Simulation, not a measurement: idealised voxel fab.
Module name: voxel capacitor over wiring (process module)
We display cut, a cross-section 230 nm in width whose square cells are each 5 nm.
Heads up, the way a cross-section reads in here is a grid of square cells, handed over as bands from the top down, with every band being one or more rows of cells. Quick guide to a band line: top height, bottom height (nm) up front; then every material left to right with its width in nm. Only one material and it's marked "all across"? Then it fills the band edge to edge. And "blank" just means empty space. A quick word on heights: they are counted from 0, and under that level the wafer as it came to us is one material throughout. The lowest band is different from the rest in having no bottom; it simply continues downward, written as in "0 -> down". So if you see something like "30 to 40" for the width, read it as the top row of the band sitting at the first number and the bottom row at the second, with every row in between moving by the same amount as the last. It should be understood that the words "identical to before", when stated for a given step, signify that the cross-section underwent no change in any of its cells during that step. Empty spaces without an open route to the top, at least 8 cells in extent, make up the entry "Internal closed voids"; each is given as width x height at distance, where the distance is measured from the left edge, and all are in nm. Note: text after step settings on the step line = simulator remark on that step. The optional step-line setting "overlay nm" applies to steps with a mask and quantifies how far to the right of its planned location the mask lay, a negative value indicating leftward placement.

Planned step list for the process:
1 RECEIVE: material Si
2 CONFORMAL_DEP: material SiO2, thk nm 15
3 CONFORMAL_DEP: material SiCN, thk nm 5
4 DIRECTIONAL_DEP: material lowk, thk nm 15
5 PATTERN: tone open, mask id METAL_1, material resist, width nm 25, pitch nm 75, thk nm 15, overlay nm 0
6 DIRECTIONAL_ETCH: etch materials lowk, depth nm 15
7 DIRECTIONAL_ETCH: etch materials SiCN, depth nm 5
8 STRIP: etch materials resist
9 CONFORMAL_DEP: material TiN, thk nm 5
10 FILL_DEP: material Ru, thk nm 5
11 CMP: height nm 35
12 EPI: material Ru, thk nm 5
13 FILL_DEP: material SiCN, thk nm 5
14 DIRECTIONAL_DEP: material SiO2, thk nm 20
15 DIRECTIONAL_DEP: material aC, thk nm 10
16 PATTERN: tone open, mask id PLUG_1, material resist, width nm 15, thk nm 30, overlay nm 0
17 DIRECTIONAL_ETCH: etch materials aC, depth nm 10
18 STRIP: etch materials resist
19 DIRECTIONAL_ETCH: etch materials SiO2, depth nm 20
20 DIRECTIONAL_ETCH: etch materials SiCN, depth nm 5
21 STRIP: etch materials aC
22 CONFORMAL_DEP: material TiN, thk nm 5
23 FILL_DEP: material W, thk nm 10
24 CMP: height nm 65
25 DIRECTIONAL_DEP: material TiN, thk nm 5
26 DIRECTIONAL_DEP: material HfO2, thk nm 5
27 DIRECTIONAL_DEP: material TiN, thk nm 5
28 MASKED_ETCH: tone cover, mask id UPPER_PLATE, width nm 55, etch materials TiN, depth nm 5, overlay nm 0
29 MASKED_ETCH: tone cover, mask id UPPER_PLATE, width nm 55, etch materials HfO2, depth nm 5, overlay nm 0
30 MASKED_ETCH: tone cover, mask id LOWER_PLATE, width nm 65, etch materials TiN, depth nm 5, overlay nm 0
31 FILL_DEP: material SiO2, thk nm 15
32 CMP: height nm 90
33 MASKED_ETCH: tone open, mask id PLUG_2, width nm 15, etch materials SiO2, depth nm 10, overlay nm 0
34 CONFORMAL_DEP: material TiN, thk nm 5
35 FILL_DEP: material Cu, thk nm 5
36 CMP: height nm 90
37 CONFORMAL_DEP: material SiN, thk nm 5

So this is the incoming wafer in cross-section - it's already been through step 1:
  0 -> down | Si all across
  Internal closed voids: none

Sectioned view, first of two wafers, at the close of the module, processed as intended in the plan:
  95 -> 90 | SiN all across
  90 -> 85 | SiO2 85 / TiN 5 / Cu 5 / TiN 5 / SiO2 130
  85 -> 75 | SiO2 85 to 75 / TiN 15 to 55 / SiO2 130 to 100
  75 -> 70 | SiO2 75 / HfO2 55 / SiO2 100
  70 -> 65 | SiO2 70 / TiN 65 / SiO2 95
  65 -> 45 | SiO2 75 / TiN 5 / W 5 / TiN 5 / SiO2 140
  45 -> 40 | SiCN 75 / TiN 15 / SiCN 140
  40 -> 35 | SiCN 60 / Ru 35 / SiCN 40 / Ru 35 / SiCN 60
  35 -> 20 | lowk 65 / TiN 5 / Ru 15 / TiN 5 / lowk 50 / TiN 5 / Ru 15 / TiN 5 / lowk 65
  20 -> 15 | SiCN 65 / TiN 25 / SiCN 50 / TiN 25 / SiCN 65
  15 -> 0 | SiO2 all across
  0 -> down | Si all across
  Internal closed voids: none

Cross-sectional view of the second of two wafers upon completion of the module. This wafer shared its starting condition and process plan with the first; one error was made during its execution:
  95 -> 90 | SiN all across
  90 -> 85 | SiO2 85 / TiN 5 / Cu 5 / TiN 5 / SiO2 130
  85 -> 75 | SiO2 85 to 75 / TiN 15 to 55 / SiO2 130 to 100
  75 -> 70 | SiO2 75 / HfO2 55 / SiO2 100
  70 -> 65 | SiO2 70 / TiN 65 / SiO2 95
  65 -> 45 | SiO2 75 / TiN 5 / W 5 / TiN 5 / SiO2 140
  45 -> 40 | SiCN 75 / TiN 15 / SiCN 140
  40 -> 35 | SiCN 60 / Ru 35 / SiCN 40 / Ru 35 / SiCN 60
  35 -> 30 | SiCN 65 / TiN 25 / SiCN 50 / TiN 25 / SiCN 65
  30 -> 15 | lowk all across
  15 -> 0 | SiO2 all across
  0 -> down | Si all across
  Internal closed voids: none
Want to know what went wrong? note: step 3 <-> step 4, run order reversed vs plan
The second wafer ends with more or fewer cells of some materials than the first, per final count: Ru: 18 fewer, TiN: 12 fewer, lowk: 30 more
